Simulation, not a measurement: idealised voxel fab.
process module | voxel quadruple lines
cross-section cut | 300 nm wide | cells 5 nm
A cross-section is a grid of square cells, given in bands from the top down. A band is one or more rows of cells.
Each band's line starts with the height of the band's top and of its bottom, in nm. Then come its materials from left to right, each with its width in nm. One material with "throughout" fills the band from edge to edge. "air" is empty space.
Height 0 is the level under which the wafer as received is all one material. The lowest band goes on downwards, as in "0 down".
A width such as "30 to 40" changes by the same amount from each row of cells to the next, from the band's top row to its bottom row.
"no change" after a step means that no cell of the cross-section changed.
closed voids: empty space of 8 cells or more with no open way to the top, each as width x height at its distance from the left edge, in nm
after a step's settings: what the simulator itself notes on the step
overlay nm, on a step with a mask: how far to the right of its planned place the mask lay; to the left if negative
plan
1 op RECEIVE | material Si
2 op CONFORMAL_DEP | material Al2O3 | thk nm 5
3 op DIRECTIONAL_DEP | material TiN | thk nm 10
4 op DIRECTIONAL_DEP | material polySi | thk nm 15
5 op DIRECTIONAL_DEP | material aC | thk nm 25
6 op PATTERN | tone cover | mask id MANDREL | material resist | width nm 35 | pitch nm 100 | thk nm 30 | overlay nm 0
7 op DIRECTIONAL_ETCH | etch materials aC | depth nm 25
8 op STRIP | etch materials resist
9 op CONFORMAL_DEP | material SiO2 | thk nm 15
10 op DIRECTIONAL_ETCH | etch materials SiO2 | depth nm 15
11 op STRIP | etch materials aC
12 op DIRECTIONAL_ETCH | etch materials polySi | depth nm 15
13 op STRIP | etch materials SiO2
14 op CONFORMAL_DEP | material SiCN | thk nm 10
15 op DIRECTIONAL_ETCH | etch materials SiCN | depth nm 10
16 op STRIP | etch materials polySi
17 op DIRECTIONAL_ETCH | etch materials TiN | depth nm 10
18 op STRIP | etch materials SiCN
as received, after step 1
  0 down: Si throughout
  closed voids: none
first wafer at the end, as planned
  15 to 5: air 55 | TiN 10 | air 15 | TiN 10 | air 15 | TiN 10 | air 15 | TiN 10 | air 15 | TiN 10 | air 15 | TiN 10 | air 15 | TiN 10 | air 15 | TiN 10 | air 60
  5 to 0: Al2O3 throughout
  0 down: Si throughout
  closed voids: none
second wafer at the end: like start, like plan, one mistake
  15 to 5: air 55 | TiN 35 | air 15 | TiN 35 | air 15 | TiN 35 | air 15 | TiN 35 | air 60
  5 to 0: Al2O3 throughout
  0 down: Si throughout
  closed voids: none
what went wrong: steps 16 and 17 were swapped
at the end the second wafer has, in cells: 24 more of TiN
